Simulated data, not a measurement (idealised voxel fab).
Process module under the name voxel capacitor over wiring
The figure presents cross-section cut, which has a width of 210 nm and is divided into square cells with an edge length of 5 nm.
A cross-section is a grid of square cells, given in bands from the top down. A band is one or more rows of cells.
In this notation a band is specified by the heights of its top and bottom, in that order and in nm, after which its materials appear from left to right, each paired with its width in nm. The word "full width" attached to a single material means that material fills the band from edge to edge; the word "blank" stands for empty space.
Measure heights from 0. That's the level where, below it, the as-received wafer is all one material. The lowest band is bottomless and extends downward; write it as in "0 and below".
The two numbers in a width such as "30..40" mark its ends across the band: the first belongs to the top row of cells, the second to the bottom row, and from each row to the next the width moves by the same amount.
Step marked "all unchanged"? Then no cell in the cross-section changed in it.
"Closed-off voids" lists enclosed empty spaces (at least 8 cells, no open path upward to the top), each as width x height at distance from the left edge, in nm.
The remark found on a step's line after its settings is issued by the simulator itself and pertains to that step.
overlay nm: step with mask; distance mask lay right of planned place; negative value = left of planned place.
plan
- 1: RECEIVE | material Si
- 2: CONFORMAL_DEP | material SiO2 | thk nm 15
- 3: CONFORMAL_DEP | material SiN | thk nm 5
- 4: DIRECTIONAL_DEP | material lowk | thk nm 15
- 5: PATTERN | tone open | mask id METAL_1 | material resist | width nm 20 | pitch nm 75 | thk nm 20 | overlay nm 0
- 6: DIRECTIONAL_ETCH | etch materials lowk | depth nm 15
- 7: DIRECTIONAL_ETCH | etch materials SiN | depth nm 5
- 8: STRIP | etch materials resist
- 9: CONFORMAL_DEP | material TiN | thk nm 5
- 10: FILL_DEP | material Ru | thk nm 10
- 11: CMP | height nm 35
- 12: EPI | material Ru | thk nm 5
- 13: FILL_DEP | material SiCN | thk nm 5
- 14: DIRECTIONAL_DEP | material lowk | thk nm 10
- 15: MASKED_ETCH | tone open | mask id PLUG_1 | width nm 15 | etch materials lowk | depth nm 10 | overlay nm 0
- 16: MASKED_ETCH | tone open | mask id PLUG_1 | width nm 15 | etch materials SiCN | depth nm 5 | overlay nm 0
- 17: EPI | material Ru | thk nm 10
- 18: EPI | material Ru | thk nm 5
- 19: DIRECTIONAL_DEP | material TiN | thk nm 5
- 20: DIRECTIONAL_DEP | material Al2O3 | thk nm 5
- 21: DIRECTIONAL_DEP | material TiN | thk nm 5
- 22: DIRECTIONAL_DEP | material aC | thk nm 15
- 23: PATTERN | tone cover | mask id UPPER_PLATE | material resist | width nm 60 | thk nm 35 | overlay nm 0
- 24: DIRECTIONAL_ETCH | etch materials aC | depth nm 15
- 25: STRIP | etch materials resist
- 26: DIRECTIONAL_ETCH | etch materials TiN | depth nm 5
- 27: DIRECTIONAL_ETCH | etch materials Al2O3 | depth nm 5
- 28: STRIP | etch materials aC
- 29: MASKED_ETCH | tone cover | mask id LOWER_PLATE | width nm 70 | etch materials TiN | depth nm 5 | overlay nm 0
- 30: FILL_DEP | material SiO2 | thk nm 20
- 31: CMP | height nm 85
- 32: PATTERN | tone open | mask id PLUG_2 | material resist | width nm 15 | thk nm 20 | overlay nm 0
- 33: DIRECTIONAL_ETCH | etch materials SiO2 | depth nm 15
- 34: STRIP | etch materials resist
- 35: CONFORMAL_DEP | material TiN | thk nm 5
- 36: FILL_DEP | material Cu | thk nm 10
- 37: CMP | height nm 85
- 38: CONFORMAL_DEP | material SiCN | thk nm 5
For this document, wafers share an identical start and vary in the step 15 width nm; the plan quotes the first wafer's value.
first wafer as received, after step 1
	0 and below | Si full width
	Closed-off voids: none
Module finished, last step 38 done: cross-section of the first of several wafers
	90 down to 85 | SiCN full width
	85 down to 75 | SiO2: 70, then TiN: 5, then Cu: 5, then TiN: 5, then SiO2: 125
	75 down to 65 | SiO2: 70..60, then TiN: 15..60, then SiO2: 125..90
	65 down to 60 | SiO2: 60, then Al2O3: 60, then SiO2: 90
	60 down to 55 | SiO2: 55, then TiN: 70, then SiO2: 85
	55 down to 45 | lowk: 60, then Ru: 15, then lowk: 135
	45 down to 40 | SiCN: 60, then Ru: 15, then SiCN: 135
	40 down to 35 | SiCN: 50, then Ru: 30, then SiCN: 45, then Ru: 30, then SiCN: 55
	35 down to 20 | lowk: 55, then TiN: 5, then Ru: 10, then TiN: 5, then lowk: 55, then TiN: 5, then Ru: 10, then TiN: 5, then lowk: 60
	20 down to 15 | SiN: 55, then TiN: 20, then SiN: 55, then TiN: 20, then SiN: 60
	15 down to 0 | SiO2 full width
	0 and below | Si full width
	Closed-off voids: none
Cross-sectional view, end of module, last wafer of several
	90 down to 85 | SiCN full width
	85 down to 75 | SiO2: 70, then TiN: 5, then Cu: 5, then TiN: 5, then SiO2: 125
	75 down to 65 | SiO2: 70..60, then TiN: 15..60, then SiO2: 125..90
	65 down to 60 | SiO2: 60, then Al2O3: 60, then SiO2: 90
	60 down to 55 | SiO2: 55, then TiN: 70, then SiO2: 85
	55 down to 45 | lowk: 55, then Ru: 30, then lowk: 125
	45 down to 40 | SiCN: 60, then Ru: 15, then SiCN: 135
	40 down to 35 | SiCN: 50, then Ru: 30, then SiCN: 45, then Ru: 30, then SiCN: 55
	35 down to 20 | lowk: 55, then TiN: 5, then Ru: 10, then TiN: 5, then lowk: 55, then TiN: 5, then Ru: 10, then TiN: 5, then lowk: 60
	20 down to 15 | SiN: 55, then TiN: 20, then SiN: 55, then TiN: 20, then SiN: 60
	15 down to 0 | SiO2 full width
	0 and below | Si full width
	Closed-off voids: none
Rows = wafers. At module end, each row lists per material the cells gained (+) or lost (-) since the wafer was received, then the closed voids
width nm 15; +12 Al2O3; +2 Cu; +33 Ru; +111 SiCN; +34 SiN; +331 SiO2; +53 TiN; +180 lowk; Closed-off voids: none
width nm 20; +12 Al2O3; +2 Cu; +35 Ru; +111 SiCN; +34 SiN; +331 SiO2; +53 TiN; +178 lowk; Closed-off voids: none
width nm 25; +12 Al2O3; +2 Cu; +37 Ru; +111 SiCN; +34 SiN; +331 SiO2; +53 TiN; +176 lowk; Closed-off voids: none
width nm 30; +12 Al2O3; +2 Cu; +39 Ru; +111 SiCN; +34 SiN; +331 SiO2; +53 TiN; +174 lowk; Closed-off voids: none
